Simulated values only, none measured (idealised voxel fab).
Proc. module: voxel transistor to metal
Cross-section cut: width 195 nm, square cells of 5 nm.
In this document a cross-section is written as a grid of square cells. It is given as a series of bands, listed from the top down, and a band is one or more rows of cells.
Heights first: top, then bottom, in nm. Then materials, left to right, each with a width in nm. "all across" on a single material: fills the band edge to edge. "blank": empty space.
A quick word on heights: they are counted from 0, and under that level the wafer as it came to us is one material throughout. The lowest band is different from the rest in having no bottom; it simply continues downward, written as in "0 -> down".
Note: "30..40" means the width goes from the first number (top row of the band) to the second number (bottom row) in equal steps per row of cells.
Basically "remained the same" means that step didn't change any cell in the cross-section.
Closed empty spaces (no open way to the top) of 8 cells or more are what "Enclosed internal cavities" lists, each as width x height at distance from the left edge, nm for all three.
Anything after a step's settings on that line? It's the simulator's own note about the step.
The optional step-line setting "overlay nm" applies to steps with a mask and quantifies how far to the right of its planned location the mask lay, a negative value indicating leftward placement.
-- List of planned process steps
- 1: RECEIVE | material Si
- 2: CONFORMAL_DEP | material SiO2 | thk nm 5
- 3: CONFORMAL_DEP | material SiN | thk nm 10
- 4: MASKED_ETCH | tone cover | mask id ACTIVE | width nm 125 | etch materials SiN | depth nm 10 | overlay nm 0
- 5: MASKED_ETCH | tone cover | mask id ACTIVE | width nm 125 | etch materials SiO2 | depth nm 5 | overlay nm 0
- 6: MASKED_ETCH | tone cover | mask id ACTIVE | width nm 125 | etch materials Si | depth nm 25 | overlay nm 0
- 7: FILL_DEP | material SiO2 | thk nm 5
- 8: CMP | height nm 15
- 9: SELECTIVE_ETCH | etch materials SiO2 | depth nm 10
- 10: STRIP | etch materials SiN
- 11: SELECTIVE_ETCH | etch materials SiO2 | depth nm 5
- 12: OXIDIZE | depth nm 5
- 13: DIRECTIONAL_DEP | material polySi | thk nm 25
- 14: DIRECTIONAL_DEP | material SiCN | thk nm 10
- 15: PATTERN | tone cover | mask id GATE | material resist | width nm 25 | thk nm 15 | overlay nm 0
- 16: DIRECTIONAL_ETCH | etch materials SiCN | depth nm 20
- 17: DIRECTIONAL_ETCH | etch materials polySi | depth nm 35
- 18: STRIP | etch materials resist
- 19: CONFORMAL_DEP | material SiN | thk nm 10
- 20: DIRECTIONAL_ETCH | etch materials SiN | depth nm 10
- 21: DIRECTIONAL_ETCH | etch materials SiO2 | depth nm 5
- 22: DIRECTIONAL_ETCH | etch materials Si | depth nm 5
- 23: EPI | material SiGe | thk nm 10
- 24: FILL_DEP | material SiO2 | thk nm 10
- 25: CMP | height nm 35
- 26: DIRECTIONAL_DEP | material SiO2 | thk nm 15
- 27: DIRECTIONAL_DEP | material aC | thk nm 15
- 28: PATTERN | tone open | mask id CONTACT | material resist | width nm 35 | pitch nm 70 | thk nm 30 | overlay nm 0
- 29: DIRECTIONAL_ETCH | etch materials aC | depth nm 15
- 30: STRIP | etch materials resist
- 31: DIRECTIONAL_ETCH | etch materials SiO2 | depth nm 50
- 32: STRIP | etch materials aC
- 33: CONFORMAL_DEP | material TiN | thk nm 5
- 34: FILL_DEP | material Ru | thk nm 10
- 35: CMP | height nm 50
- 36: CONFORMAL_DEP | material SiCN | thk nm 5
- 37: DIRECTIONAL_DEP | material lowk | thk nm 20
- 38: MASKED_ETCH | tone open | mask id METAL_1 | width nm 20 | pitch nm 85 | etch materials lowk | depth nm 20 | overlay nm 0
- 39: MASKED_ETCH | tone open | mask id METAL_1 | width nm 20 | pitch nm 85 | etch materials SiCN | depth nm 5 | overlay nm 0
- 40: CONFORMAL_DEP | material TiN | thk nm 5
- 41: FILL_DEP | material W | thk nm 5
- 42: CMP | height nm 75
- 43: CONFORMAL_DEP | material SiCN | thk nm 5
- 44: DIRECTIONAL_DEP | material SiO2 | thk nm 30
- 45: PATTERN | tone open | mask id METAL_2 | material resist | width nm 20 | pitch nm 85 | thk nm 15 | overlay nm 0
- 46: DIRECTIONAL_ETCH | etch materials SiO2 | depth nm 20
- 47: STRIP | etch materials resist
- 48: MASKED_ETCH | tone open | mask id METAL_2_HOLES | width nm 15 | pitch nm 85 | etch materials SiO2 | depth nm 10 | overlay nm 0
- 49: MASKED_ETCH | tone open | mask id METAL_2_HOLES | width nm 15 | pitch nm 85 | etch materials SiCN | depth nm 5 | overlay nm 0
- 50: CONFORMAL_DEP | material TiN | thk nm 5
- 51: FILL_DEP | material Cu | thk nm 10
- 52: CMP | height nm 110
- 53: CONFORMAL_DEP | material SiN | thk nm 5
-- As-received state of the wafer in cross-section, equivalent to post-step 1
0 -> down | Si all across
Enclosed internal cavities: none
-- Below is the wafer in cross-section after the module was completed. It began from the starting point shown above and followed the plan shown above, except that one mistake was made while running it
115 -> 110 | SiN all across
110 -> 95 | SiO2=40  TiN=5  Cu=20  TiN=5  SiO2=55  TiN=5  Cu=20  TiN=5  SiO2=40
95 -> 90 | SiO2=40  TiN=10  Cu=5  TiN=15  SiO2=55  TiN=10  Cu=5  TiN=15  SiO2=40
90 -> 80 | SiO2=45  TiN=5  Cu=5  TiN=5  SiO2=70  TiN=5  Cu=5  TiN=5  SiO2=50
80 -> 75 | SiCN=45  TiN=15  SiCN=70  TiN=15  SiCN=50
75 -> 55 | lowk=45  TiN=5  W=10  TiN=5  lowk=65  TiN=5  W=10  TiN=5  lowk=45
55 -> 50 | SiCN=45  TiN=20  SiCN=65  TiN=20  SiCN=45
50 -> 40 | SiO2=45  TiN=5  Ru=25  TiN=5  SiO2=35  TiN=5  Ru=25  TiN=5  SiO2=45
40 -> 35 | SiO2=45  TiN=5  Ru=20  TiN=10  SiO2=35  TiN=10  Ru=20  TiN=5  SiO2=45
35 -> 25 | SiO2=45  TiN=5  Ru=20  TiN=5  SiN=10  SiCN=25  SiN=10  TiN=5  Ru=20  TiN=5  SiO2=45
25 -> 10 | SiO2=45  TiN=5  Ru=20  TiN=5  SiN=10  polySi=25  SiN=10  TiN=5  Ru=20  TiN=5  SiO2=45
10 -> 5 | SiO2=45  TiN=5  Ru=10  TiN=15  SiN=10  polySi=25  SiN=10  TiN=15  Ru=10  TiN=5  SiO2=45
5 -> 0 | SiO2=45  TiN=20  SiGe=10  SiN=10  polySi=25  SiN=10  SiGe=10  TiN=20  SiO2=45
0 -> -5 | SiO2=30  SiGe=45  SiO2=45  SiGe=45  SiO2=30
-5 -> -10 | SiO2=35  SiGe=40  Si=45  SiGe=40  SiO2=35
-10 -> -25 | SiO2=35  Si=125  SiO2=35
-25 -> down | Si all across
Enclosed internal cavities: none
Heads up, the wafer didn't run the way we planned it: in deviation from the planned setting, step 45 was conducted as PATTERN | tone open | mask id METAL_2 | material resist | width nm 30 | pitch nm 85 | thk nm 15 | overlay nm 0
